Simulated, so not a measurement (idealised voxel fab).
The process module presented herein is designated voxel released beams.
Displayed cross-section: cut, width of 220 nm, square cells sized 5 nm.
Square cells in a grid make up a cross-section in this document, and the grid is given as bands, listed from the top down, each one or more rows of cells.
Each band's line starts with the height of the band's top and of its bottom, in nm. Then come its materials from left to right, each with its width in nm. One material with "everywhere" fills the band from edge to edge. "empty" is empty space.
For the purposes of this specification, 0 denotes the height below which the wafer in its as-received condition is composed wholly of one material, and the lowermost band, lacking a lower limit, extends downward without end, as expressed in "0 and below".
Width spec "30 to 40" -> top row of cells at first value, bottom row at second value, equal per-row change in between.
"everything unchanged" means the step left every cell of the cross-section as it was.
Reported under the label "Sealed void inventory" are the empty spaces having no open way to the top and comprising 8 cells or more; the notation for each is width x height at distance, in which the distance is measured from the left edge and all three values are in nm.
On a step's line, text after the settings is the simulator commenting on that step.
For masked steps, "overlay nm" on the step line gives how far right of plan the mask actually lay; a minus sign means it lay to the left.

-- The following list gives the planned process steps
1 RECEIVE: material Si
2 CONFORMAL_DEP: material SiN, thk nm 5
3 DIRECTIONAL_DEP: material SiO2, thk nm 10
4 MASKED_ETCH: tone open, mask id ANCHOR, width nm 35, etch materials SiO2, depth nm 10, overlay nm 0
5 CONFORMAL_DEP: material TiN, thk nm 15
6 DIRECTIONAL_DEP: material aC, thk nm 10
7 PATTERN: tone cover, mask id BEAM, material resist, width nm 90, thk nm 30, overlay nm 0
8 DIRECTIONAL_ETCH: etch materials aC, depth nm 10
9 STRIP: etch materials resist
10 DIRECTIONAL_ETCH: etch materials TiN, depth nm 15
11 STRIP: etch materials aC
12 STRIP: etch materials SiO2

-- Cross-section of the wafer as it came to us, i.e., already through step 1
* 0 and below = Si everywhere
* Sealed void inventory: none

-- Post-module cross-section: identical start and plan to those above, one misstep in execution
* 30 down to 20 = empty: 60; TiN: 20; empty: 5; TiN: 70; empty: 65
* 20 down to 15 = empty: 60; TiN: 95; empty: 65
* 15 down to 5 = empty: 65; TiN: 35; empty: 120
* 5 down to 0 = SiN everywhere
* 0 and below = Si everywhere
* Sealed void inventory: none
Here's what went sideways: in deviation from the planned setting, step 7 was conducted as PATTERN: tone cover, mask id BEAM, material resist, width nm 95, thk nm 30, overlay nm 0
